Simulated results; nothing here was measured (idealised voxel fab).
process module | voxel released beams
We display cut, a cross-section 220 nm in width whose square cells are each 5 nm.
Cross-section layout: square cells on a grid; listed as bands, top to bottom; a band spans one or more cell rows.
What a band's entry tells you: where the top is and where the bottom is, as heights in nm, and after that what lies inside, material by material from left to right, each with its width in nm. Empty space is written as the word "air", and a single material marked with the word "throughout" occupies the band from edge to edge.
Height reference: 0 = level under which incoming wafer is all one material. Lowest band: no bottom, runs on downward, e.g. "from 0 down".
The notation "30 to 40" denotes a width that varies across the rows of cells in the band, beginning at the first number in the top row, finishing at the second number in the bottom row, and changing by an identical amount from each row to the next.
You'll sometimes find "nothing was modified" written for a step, and that's the way of saying that nowhere in the cross-section did a cell change during that step.
Entry "Completely enclosed voids". Content: empty spaces with no open connection to the top, size 8 cells or greater. Each: width x height at distance. Distance: from left edge. Unit: nm.
Anything after a step's settings on that line? It's the simulator's own note about the step.
Each step line may optionally specify "overlay nm", which for a step with a mask gives the rightward distance between the mask's planned place and where it lay, a negative value indicating the leftward direction.
### Steps in the process plan
step 1: RECEIVE with material Si
step 2: CONFORMAL_DEP with material Al2O3, thk nm 10
step 3: DIRECTIONAL_DEP with material SiO2, thk nm 10
step 4: PATTERN with tone open, mask id ANCHOR, material resist, width nm 35, thk nm 15, overlay nm 0
step 5: DIRECTIONAL_ETCH with etch materials SiO2, depth nm 10
step 6: STRIP with etch materials resist
step 7: CONFORMAL_DEP with material polySi, thk nm 15
step 8: DIRECTIONAL_DEP with material aC, thk nm 15
step 9: PATTERN with tone cover, mask id BEAM, material resist, width nm 85, thk nm 30, overlay nm 0
step 10: DIRECTIONAL_ETCH with etch materials aC, depth nm 15
step 11: STRIP with etch materials resist
step 12: DIRECTIONAL_ETCH with etch materials polySi, depth nm 15
step 13: STRIP with etch materials aC
step 14: STRIP with etch materials SiO2
### Received-state cross-section, reflecting completion of step 1
* from 0 down: Si throughout
* Completely enclosed voids: none
### Cross-sectional image of the first of two wafers at the end of the module, the run having proceeded as planned
* from 35 to 25: air 65, polySi 20, air 5, polySi 60, air 70
* from 25 to 20: air 65, polySi 85, air 70
* from 20 to 10: air 70, polySi 35, air 115
* from 10 to 0: Al2O3 throughout
* from 0 down: Si throughout
* Completely enclosed voids: none
### Cross-sectional image of the second wafer of the two following completion of the module. Starting state and process plan were the same as for the first wafer; one execution error occurred
* from 50 to 35: air 65, polySi 85, air 70
* from 35 to 20: polySi throughout
* from 20 to 10: SiO2 70, polySi 35, SiO2 115
* from 10 to 0: Al2O3 throughout
* from 0 down: Si throughout
* Completely enclosed voids: none
The plan and the run diverged here: plan step 7 was conducted twice
Wrapping up, a cell-based count of both wafers puts the second over or under the first for these materials: 74 more of SiO2; 134 more of polySi
